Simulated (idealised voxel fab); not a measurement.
Name of the process module below: voxel gate over fins
cross-section cut | 230 nm wide | cells 5 nm
A cross-section is a grid of square cells, given in bands from the top down. A band is one or more rows of cells. Each band's line starts with the height of the band's top and of its bottom, in nm. Then come its materials from left to right, each with its width in nm. One material with "everywhere" fills the band from edge to edge. "air" is empty space. Below 0: as-received wafer, all one material; heights counted from there. Lowest band: no bottom, goes on down, written "0 down". Top row gets the first number, bottom row gets the second, and each row in between changes by the same step: that is how a band width like "30..40" works. You'll sometimes find "remained the same" written for a step, and that's the way of saying that nowhere in the cross-section did a cell change during that step. Under "Catalogued sealed voids" you'll find the enclosed gaps, the ones with no way out to the top, that are 8 cells or bigger; each reads width x height at distance, with distance counted from the left edge, everything in nm. The remark found on a step's line after its settings is issued by the simulator itself and pertains to that step. If you see "overlay nm" on a step's line and that step has a mask, it's telling you how far right of where it was planned the mask ended up; a negative number means it went left instead. Before/after cross-section pairs, one process step each; after shown to lowest changed band; step and settings beneath. Pairs may be from different runs of this module on the same starting wafer; a pair continues from the one above only where its "Status quo ante" entry says so.
# Status quo ante
> 0 to -10: air 60 nm, then Si 5 nm, then air 35 nm, then Si 5 nm, then air 35 nm, then Si 5 nm, then air 85 nm
> -10 to -45: SiO2 60 nm, then Si 5 nm, then SiO2 35 nm, then Si 5 nm, then SiO2 35 nm, then Si 5 nm, then SiO2 85 nm
> -45 down: Si everywhere
> Catalogued sealed voids: none
# Sectional Result
> 5 to 0: air 55 nm, then HfO2 15 nm, then air 25 nm, then HfO2 15 nm, then air 25 nm, then HfO2 15 nm, then air 80 nm
> 0 to -5: air 55 nm, then HfO2 5 nm, then Si 5 nm, then HfO2 5 nm, then air 25 nm, then HfO2 5 nm, then Si 5 nm, then HfO2 5 nm, then air 25 nm, then HfO2 5 nm, then Si 5 nm, then HfO2 5 nm, then air 80 nm
> -5 to -10: HfO2 60 nm, then Si 5 nm, then HfO2 35 nm, then Si 5 nm, then HfO2 35 nm, then Si 5 nm, then HfO2 85 nm
> Below -10 it's all the same as before, nothing changed down there.
> Catalogued sealed voids: none
Connecting step for the cross-sections above: CONFORMAL_DEP: material HfO2, thk nm 5
Status quo ante: Reference is made to the cross-section shown after the step in the pair directly above, which represents the state prior to this step.
# Sectional Result
> 10 to 5: air 50 nm, then TiN 25 nm, then air 15 nm, then TiN 25 nm, then air 15 nm, then TiN 25 nm, then air 75 nm
> 5 to 0: air 50 nm, then TiN 5 nm, then HfO2 15 nm, then TiN 5 nm, then air 15 nm, then TiN 5 nm, then HfO2 15 nm, then TiN 5 nm, then air 15 nm, then TiN 5 nm, then HfO2 15 nm, then TiN 5 nm, then air 75 nm
> 0 to -5: TiN 55 nm, then HfO2 5 nm, then Si 5 nm, then HfO2 5 nm, then TiN 25 nm, then HfO2 5 nm, then Si 5 nm, then HfO2 5 nm, then TiN 25 nm, then HfO2 5 nm, then Si 5 nm, then HfO2 5 nm, then TiN 80 nm
> Below -5 it's all the same as before, nothing changed down there.
> Catalogued sealed voids: none
Connecting step for the cross-sections above: CONFORMAL_DEP: material TiN, thk nm 5
Status quo ante: Reference is made to the cross-section shown after the step in the pair directly above, which represents the state prior to this step.
# Sectional Result
> 15 to 10: air 45 nm, then TiAl 35 nm, then air 5 nm, then TiAl 35 nm, then air 5 nm, then TiAl 35 nm, then air 70 nm
> 10 to 5: air 45 nm, then TiAl 5 nm, then TiN 25 nm, then TiAl 5 nm, then air 5 nm, then TiAl 5 nm, then TiN 25 nm, then TiAl 5 nm, then air 5 nm, then TiAl 5 nm, then TiN 25 nm, then TiAl 5 nm, then air 70 nm
> 5 to 0: TiAl 50 nm, then TiN 5 nm, then HfO2 15 nm, then TiN 5 nm, then TiAl 15 nm, then TiN 5 nm, then HfO2 15 nm, then TiN 5 nm, then TiAl 15 nm, then TiN 5 nm, then HfO2 15 nm, then TiN 5 nm, then TiAl 75 nm
> Below 0 it's all the same as before, nothing changed down there.
> Catalogued sealed voids: none
Connecting step for the cross-sections above: CONFORMAL_DEP: material TiAl, thk nm 5
Status quo ante: Reference is made to the cross-section shown after the step in the pair directly above, which represents the state prior to this step.
# Sectional Result
> 20 to 15: air 40 nm, then TiN 125 nm, then air 65 nm
> 15 to 10: air 40 nm, then TiN 5 nm, then TiAl 35 nm, then TiN 5 nm, then TiAl 35 nm, then TiN 5 nm, then TiAl 35 nm, then TiN 5 nm, then air 65 nm
> 10 to 5: TiN 45 nm, then TiAl 5 nm, then TiN 25 nm, then TiAl 5 nm, then TiN 5 nm, then TiAl 5 nm, then TiN 25 nm, then TiAl 5 nm, then TiN 5 nm, then TiAl 5 nm, then TiN 25 nm, then TiAl 5 nm, then TiN 70 nm
> Below 5 it's all the same as before, nothing changed down there.
> Catalogued sealed voids: none
Connecting step for the cross-sections above: CONFORMAL_DEP: material TiN, thk nm 5
Status quo ante: Reference is made to the cross-section shown after the step in the pair directly above, which represents the state prior to this step.
# Sectional Result
> 30 to 20: W everywhere
> 20 to 15: W 40 nm, then TiN 125 nm, then W 65 nm
> 15 to 10: W 40 nm, then TiN 5 nm, then TiAl 35 nm, then TiN 5 nm, then TiAl 35 nm, then TiN 5 nm, then TiAl 35 nm, then TiN 5 nm, then W 65 nm
> Below 10 it's all the same as before, nothing changed down there.
> Catalogued sealed voids: none
Connecting step for the cross-sections above: FILL_DEP: material W, thk nm 10
Status quo ante: Reference is made to the cross-section shown after the step in the pair directly above, which represents the state prior to this step.
# Sectional Result
> 25 to 20: W everywhere
> Below 20 it's all the same as before, nothing changed down there.
> Catalogued sealed voids: none
Connecting step for the cross-sections above: CMP: height nm 25
Status quo ante: Reference is made to the cross-section shown after the step in the pair directly above, which represents the state prior to this step.
# Sectional Result
> 30 to 25: SiCN everywhere
> Below 25 it's all the same as before, nothing changed down there.
> Catalogued sealed voids: none
Connecting step for the cross-sections above: CONFORMAL_DEP: material SiCN, thk nm 5
# Status quo ante
> 10 to 0: air 65 nm, then SiN 15 nm, then air 25 nm, then SiN 15 nm, then air 25 nm, then SiN 15 nm, then air 70 nm
> 0 to -40: air 65 nm, then SiO2 5 nm, then Si 5 nm, then SiO2 5 nm, then air 25 nm, then SiO2 5 nm, then Si 5 nm, then SiO2 5 nm, then air 25 nm, then SiO2 5 nm, then Si 5 nm, then SiO2 5 nm, then air 70 nm
> -40 to -45: SiO2 70 nm, then Si 5 nm, then SiO2 35 nm, then Si 5 nm, then SiO2 35 nm, then Si 5 nm, then SiO2 75 nm
> -45 down: Si everywhere
> Catalogued sealed voids: none
# Sectional Result
> 25 to 10: TiAl everywhere
> 10 to 0: TiAl 65 nm, then SiN 15 nm, then TiAl 25 nm, then SiN 15 nm, then TiAl 25 nm, then SiN 15 nm, then TiAl 70 nm
> 0 to -40: TiAl 65 nm, then SiO2 5 nm, then Si 5 nm, then SiO2 5 nm, then TiAl 25 nm, then SiO2 5 nm, then Si 5 nm, then SiO2 5 nm, then TiAl 25 nm, then SiO2 5 nm, then Si 5 nm, then SiO2 5 nm, then TiAl 70 nm
> Below -40 it's all the same as before, nothing changed down there.
> Catalogued sealed voids: none
Connecting step for the cross-sections above: FILL_DEP: material TiAl, thk nm 15
Status quo ante: Reference is made to the cross-section shown after the step in the pair directly above, which represents the state prior to this step.
# Sectional Result
> 10 to 0: TiAl 65 nm, then SiN 15 nm, then TiAl 25 nm, then SiN 15 nm, then TiAl 25 nm, then SiN 15 nm, then TiAl 70 nm
> Below 0 it's all the same as before, nothing changed down there.
> Catalogued sealed voids: none
Connecting step for the cross-sections above: CMP: height nm 10
Status quo ante: Reference is made to the cross-section shown after the step in the pair directly above, which represents the state prior to this step.
# Sectional Result
> 10 to 0: TiAl 65 nm, then air 15 nm, then TiAl 25 nm, then air 15 nm, then TiAl 25 nm, then air 15 nm, then TiAl 70 nm
> Below 0 it's all the same as before, nothing changed down there.
> Catalogued sealed voids: none
Connecting step for the cross-sections above: STRIP: etch materials SiN
Status quo ante: Reference is made to the cross-section shown after the step in the pair directly above, which represents the state prior to this step.
# Sectional Result
> 15 to 10: HfO2 70 nm, then air 5 nm, then HfO2 35 nm, then air 5 nm, then HfO2 35 nm, then air 5 nm, then HfO2 75 nm
> 10 to 5: TiAl 65 nm, then HfO2 5 nm, then air 5 nm, then HfO2 5 nm, then TiAl 25 nm, then HfO2 5 nm, then air 5 nm, then HfO2 5 nm, then TiAl 25 nm, then HfO2 5 nm, then air 5 nm, then HfO2 5 nm, then TiAl 70 nm
> 5 to 0: TiAl 65 nm, then HfO2 15 nm, then TiAl 25 nm, then HfO2 15 nm, then TiAl 25 nm, then HfO2 15 nm, then TiAl 70 nm
> Below 0 it's all the same as before, nothing changed down there.
> Catalogued sealed voids: none
Connecting step for the cross-sections above: CONFORMAL_DEP: material HfO2, thk nm 5
Status quo ante: Reference is made to the cross-section shown after the step in the pair directly above, which represents the state prior to this step.
# Sectional Result
> 20 to 15: TiN everywhere
> 15 to 10: HfO2 70 nm, then TiN 5 nm, then HfO2 35 nm, then TiN 5 nm, then HfO2 35 nm, then TiN 5 nm, then HfO2 75 nm
> 10 to 5: TiAl 65 nm, then HfO2 5 nm, then TiN 5 nm, then HfO2 5 nm, then TiAl 25 nm, then HfO2 5 nm, then TiN 5 nm, then HfO2 5 nm, then TiAl 25 nm, then HfO2 5 nm, then TiN 5 nm, then HfO2 5 nm, then TiAl 70 nm
> Below 5 it's all the same as before, nothing changed down there.
> Catalogued sealed voids: none
Connecting step for the cross-sections above: CONFORMAL_DEP: material TiN, thk nm 5
Status quo ante: Reference is made to the cross-section shown after the step in the pair directly above, which represents the state prior to this step.
# Sectional Result
> 25 to 20: TiAl everywhere
> Below 20 it's all the same as before, nothing changed down there.
> Catalogued sealed voids: none
Connecting step for the cross-sections above: CONFORMAL_DEP: material TiAl, thk nm 5
Status quo ante: Reference is made to the cross-section shown after the step in the pair directly above, which represents the state prior to this step.
# Sectional Result
> 30 to 25: TiN everywhere
> Below 25 it's all the same as before, nothing changed down there.
> Catalogued sealed voids: none
Connecting step for the cross-sections above: CONFORMAL_DEP: material TiN, thk nm 5
Status quo ante: Reference is made to the cross-section shown after the step in the pair directly above, which represents the state prior to this step.
# Sectional Result
> 40 to 30: W everywhere
> Below 30 it's all the same as before, nothing changed down there.
> Catalogued sealed voids: none
Connecting step for the cross-sections above: FILL_DEP: material W, thk nm 10
Status quo ante: Reference is made to the cross-section shown after the step in the pair directly above, which represents the state prior to this step.
# Sectional Result
> 25 to 20: TiAl everywhere
> Below 20 it's all the same as before, nothing changed down there.
> Catalogued sealed voids: none
Connecting step for the cross-sections above: CMP: height nm 25
Status quo ante: Reference is made to the cross-section shown after the step in the pair directly above, which represents the state prior to this step.
# Sectional Result
> 30 to 25: SiCN everywhere
> Below 25 it's all the same as before, nothing changed down there.
> Catalogued sealed voids: none
Connecting step for the cross-sections above: CONFORMAL_DEP: material SiCN, thk nm 5
# Status quo ante
> 10 to 0: SiN everywhere
> 0 down: Si everywhere
> Catalogued sealed voids: none
# Sectional Result
> 25 to 10: resist 65 nm, then air 15 nm, then resist 25 nm, then air 15 nm, then resist 25 nm, then air 15 nm, then resist 70 nm
> Below 10 it's all the same as before, nothing changed down there.
> Catalogued sealed voids: none
Connecting step for the cross-sections above: PATTERN: tone open, mask id FINS, material resist, width nm 15, pitch nm 40, thk nm 15, overlay nm 0
Status quo ante: Reference is made to the cross-section shown after the step in the pair directly above, which represents the state prior to this step.
# Sectional Result
> 25 to 10: resist 65 nm, then air 15 nm, then resist 25 nm, then air 15 nm, then resist 25 nm, then air 15 nm, then resist 70 nm
> 10 to 0: SiN 65 nm, then air 15 nm, then SiN 25 nm, then air 15 nm, then SiN 25 nm, then air 15 nm, then SiN 70 nm
> Below 0 it's all the same as before, nothing changed down there.
> Catalogued sealed voids: none
Connecting step for the cross-sections above: DIRECTIONAL_ETCH: etch materials SiN, depth nm 10
Status quo ante: Reference is made to the cross-section shown after the step in the pair directly above, which represents the state prior to this step.
# Sectional Result
> 25 to 10: resist 65 nm, then air 15 nm, then resist 25 nm, then air 15 nm, then resist 25 nm, then air 15 nm, then resist 70 nm
> 10 to 0: SiN 65 nm, then air 15 nm, then SiN 25 nm, then air 15 nm, then SiN 25 nm, then air 15 nm, then SiN 70 nm
> 0 to -40: Si 65 nm, then air 15 nm, then Si 25 nm, then air 15 nm, then Si 25 nm, then air 15 nm, then Si 70 nm
> Below -40 it's all the same as before, nothing changed down there.
> Catalogued sealed voids: none
Connecting step for the cross-sections above: DIRECTIONAL_ETCH: etch materials Si, depth nm 40
Status quo ante: Reference is made to the cross-section shown after the step in the pair directly above, which represents the state prior to this step.
# Sectional Result
> 10 to 0: SiN 65 nm, then air 15 nm, then SiN 25 nm, then air 15 nm, then SiN 25 nm, then air 15 nm, then SiN 70 nm
> Below 0 it's all the same as before, nothing changed down there.
> Catalogued sealed voids: none
Connecting step for the cross-sections above: STRIP: etch materials resist
Status quo ante: Reference is made to the cross-section shown after the step in the pair directly above, which represents the state prior to this step.
# Sectional Result
> 10 to 0: SiN 65 nm, then air 15 nm, then SiN 25 nm, then air 15 nm, then SiN 25 nm, then air 15 nm, then SiN 70 nm
> 0 to -40: Si 60 nm, then SiO2 5 nm, then air 15 nm, then SiO2 5 nm, then Si 15 nm, then SiO2 5 nm, then air 15 nm, then SiO2 5 nm, then Si 15 nm, then SiO2 5 nm, then air 15 nm, then SiO2 5 nm, then Si 65 nm
> -40 to -45: Si 60 nm, then SiO2 25 nm, then Si 15 nm, then SiO2 25 nm, then Si 15 nm, then SiO2 25 nm, then Si 65 nm
> Below -45 it's all the same as before, nothing changed down there.
> Catalogued sealed voids: none
Connecting step for the cross-sections above: OXIDIZE: depth nm 5
Status quo ante: Reference is made to the cross-section shown after the step in the pair directly above, which represents the state prior to this step.
# Sectional Result
> 25 to 10: SiO2 everywhere
> 10 to 0: SiN 65 nm, then SiO2 15 nm, then SiN 25 nm, then SiO2 15 nm, then SiN 25 nm, then SiO2 15 nm, then SiN 70 nm
> 0 to -45: Si 60 nm, then SiO2 25 nm, then Si 15 nm, then SiO2 25 nm, then Si 15 nm, then SiO2 25 nm, then Si 65 nm
> Below -45 it's all the same as before, nothing changed down there.
> Catalogued sealed voids: none
Connecting step for the cross-sections above: FILL_DEP: material SiO2, thk nm 15
Status quo ante: Reference is made to the cross-section shown after the step in the pair directly above, which represents the state prior to this step.
# Sectional Result
> 10 to 0: SiN 65 nm, then SiO2 15 nm, then SiN 25 nm, then SiO2 15 nm, then SiN 25 nm, then SiO2 15 nm, then SiN 70 nm
> Below 0 it's all the same as before, nothing changed down there.
> Catalogued sealed voids: none
Connecting step for the cross-sections above: CMP: height nm 10
Status quo ante: Reference is made to the cross-section shown after the step in the pair directly above, which represents the state prior to this step.
# Sectional Result
> 10 to 0: SiN 65 nm, then air 15 nm, then SiN 25 nm, then air 15 nm, then SiN 25 nm, then air 15 nm, then SiN 70 nm
> 0 to -10: Si 60 nm, then air 25 nm, then Si 15 nm, then air 25 nm, then Si 15 nm, then air 25 nm, then Si 65 nm
> Below -10 it's all the same as before, nothing changed down there.
> Catalogued sealed voids: none
Connecting step for the cross-sections above: SELECTIVE_ETCH: etch materials SiO2, depth nm 20
Status quo ante: Reference is made to the cross-section shown after the step in the pair directly above, which represents the state prior to this step.
# Sectional Result
> 0 to -10: Si 60 nm, then air 25 nm, then Si 15 nm, then air 25 nm, then Si 15 nm, then air 25 nm, then Si 65 nm
> Below -10 it's all the same as before, nothing changed down there.
> Catalogued sealed voids: none
Connecting step for the cross-sections above: STRIP: etch materials SiN
Status quo ante: Reference is made to the cross-section shown after the step in the pair directly above, which represents the state prior to this step.
# Sectional Result
> 5 to 0: HfO2 65 nm, then air 15 nm, then HfO2 25 nm, then air 15 nm, then HfO2 25 nm, then air 15 nm, then HfO2 70 nm
> 0 to -5: Si 60 nm, then HfO2 5 nm, then air 15 nm, then HfO2 5 nm, then Si 15 nm, then HfO2 5 nm, then air 15 nm, then HfO2 5 nm, then Si 15 nm, then HfO2 5 nm, then air 15 nm, then HfO2 5 nm, then Si 65 nm
> -5 to -10: Si 60 nm, then HfO2 25 nm, then Si 15 nm, then HfO2 25 nm, then Si 15 nm, then HfO2 25 nm, then Si 65 nm
> Below -10 it's all the same as before, nothing changed down there.
> Catalogued sealed voids: none
Connecting step for the cross-sections above: CONFORMAL_DEP: material HfO2, thk nm 5
Status quo ante: Reference is made to the cross-section shown after the step in the pair directly above, which represents the state prior to this step.
# Sectional Result
> 10 to 5: TiN 70 nm, then air 5 nm, then TiN 35 nm, then air 5 nm, then TiN 35 nm, then air 5 nm, then TiN 75 nm
> 5 to 0: HfO2 65 nm, then TiN 5 nm, then air 5 nm, then TiN 5 nm, then HfO2 25 nm, then TiN 5 nm, then air 5 nm, then TiN 5 nm, then HfO2 25 nm, then TiN 5 nm, then air 5 nm, then TiN 5 nm, then HfO2 70 nm
> 0 to -5: Si 60 nm, then HfO2 5 nm, then TiN 15 nm, then HfO2 5 nm, then Si 15 nm, then HfO2 5 nm, then TiN 15 nm, then HfO2 5 nm, then Si 15 nm, then HfO2 5 nm, then TiN 15 nm, then HfO2 5 nm, then Si 65 nm
> Below -5 it's all the same as before, nothing changed down there.
> Catalogued sealed voids: none
Connecting step for the cross-sections above: CONFORMAL_DEP: material TiN, thk nm 5
Status quo ante: Reference is made to the cross-section shown after the step in the pair directly above, which represents the state prior to this step.
# Sectional Result
> 15 to 10: TiAl everywhere
> 10 to 5: TiN 70 nm, then TiAl 5 nm, then TiN 35 nm, then TiAl 5 nm, then TiN 35 nm, then TiAl 5 nm, then TiN 75 nm
> 5 to 0: HfO2 65 nm, then TiN 5 nm, then TiAl 5 nm, then TiN 5 nm, then HfO2 25 nm, then TiN 5 nm, then TiAl 5 nm, then TiN 5 nm, then HfO2 25 nm, then TiN 5 nm, then TiAl 5 nm, then TiN 5 nm, then HfO2 70 nm
> Below 0 it's all the same as before, nothing changed down there.
> Catalogued sealed voids: none
Connecting step for the cross-sections above: CONFORMAL_DEP: material TiAl, thk nm 5
Status quo ante: Reference is made to the cross-section shown after the step in the pair directly above, which represents the state prior to this step.
# Sectional Result
> 20 to 15: TiN everywhere
> Below 15 it's all the same as before, nothing changed down there.
> Catalogued sealed voids: none
Connecting step for the cross-sections above: CONFORMAL_DEP: material TiN, thk nm 5
Status quo ante: Reference is made to the cross-section shown after the step in the pair directly above, which represents the state prior to this step.
# Sectional Result
> 30 to 20: W everywhere
> Below 20 it's all the same as before, nothing changed down there.
> Catalogued sealed voids: none
Connecting step for the cross-sections above: FILL_DEP: material W, thk nm 10
Status quo ante: Reference is made to the cross-section shown after the step in the pair directly above, which represents the state prior to this step.
# Sectional Result
> 25 to 20: W everywhere
> Below 20 it's all the same as before, nothing changed down there.
> Catalogued sealed voids: none
Connecting step for the cross-sections above: CMP: height nm 25
Status quo ante: Reference is made to the cross-section shown after the step in the pair directly above, which represents the state prior to this step.
# Sectional Result
> 30 to 25: SiCN everywhere
> Below 25 it's all the same as before, nothing changed down there.
> Catalogued sealed voids: none
Connecting step for the cross-sections above: CONFORMAL_DEP: material SiCN, thk nm 5
